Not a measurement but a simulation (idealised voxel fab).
process module | voxel trench capacitor
cross-section cut | 255 nm wide | cells 5 nm
A cross-section is a grid of square cells, given in bands from the top down. A band is one or more rows of cells.
Each band's line starts with the height of the band's top and of its bottom, in nm. Then come its materials from left to right, each with its width in nm. One material with "throughout" fills the band from edge to edge. "air" is empty space.
Height 0 is the level under which the wafer as received is all one material. The lowest band goes on downwards, as in "0 down".
A width such as "30 to 40" changes by the same amount from each row of cells to the next, from the band's top row to its bottom row.
"no change" after a step means that no cell of the cross-section changed.
closed voids: empty space of 8 cells or more with no open way to the top, each as width x height at its distance from the left edge, in nm
after a step's settings: what the simulator itself notes on the step
overlay nm, on a step with a mask: how far to the right of its planned place the mask lay; to the left if negative
plan
1 op RECEIVE | material Si
2 op CONFORMAL_DEP | material SiN | thk nm 10
3 op MASKED_ETCH | tone open | mask id TRENCH | width nm 25 | pitch nm 50 | etch materials SiN | depth nm 10 | overlay nm 0
4 op MASKED_ETCH | tone open | mask id TRENCH | width nm 25 | pitch nm 50 | etch materials Si | depth nm 40 | overlay nm 0
5 op CONFORMAL_DEP | material Al2O3 | thk nm 5
6 op CONFORMAL_DEP | material TiN | thk nm 5
7 op FILL_DEP | material W | thk nm 5
8 op CMP | height nm 10
as received, after step 1
  0 down: Si throughout
  closed voids: none
a wafer at the end: this start, this plan, one mistake
  10 to 0: SiN 95 | Al2O3 5 | TiN 15 to 10 | Al2O3 5 to 10 | SiN 25 | Al2O3 5 | TiN 15 to 10 | Al2O3 5 to 10 | SiN 85
  0 to -35: Si 95 | Al2O3 5 | TiN 10 | Al2O3 5 | Si 30 | Al2O3 5 | TiN 10 | Al2O3 5 | Si 90
  -35 to -40: Si 95 | Al2O3 20 | Si 30 | Al2O3 20 | Si 90
  -40 down: Si throughout
  closed voids: none
what went wrong: step 3 ran as: op MASKED_ETCH | tone open | mask id TRENCH | width nm 25 | pitch nm 50 | etch materials SiN | depth nm 10 | overlay nm 5
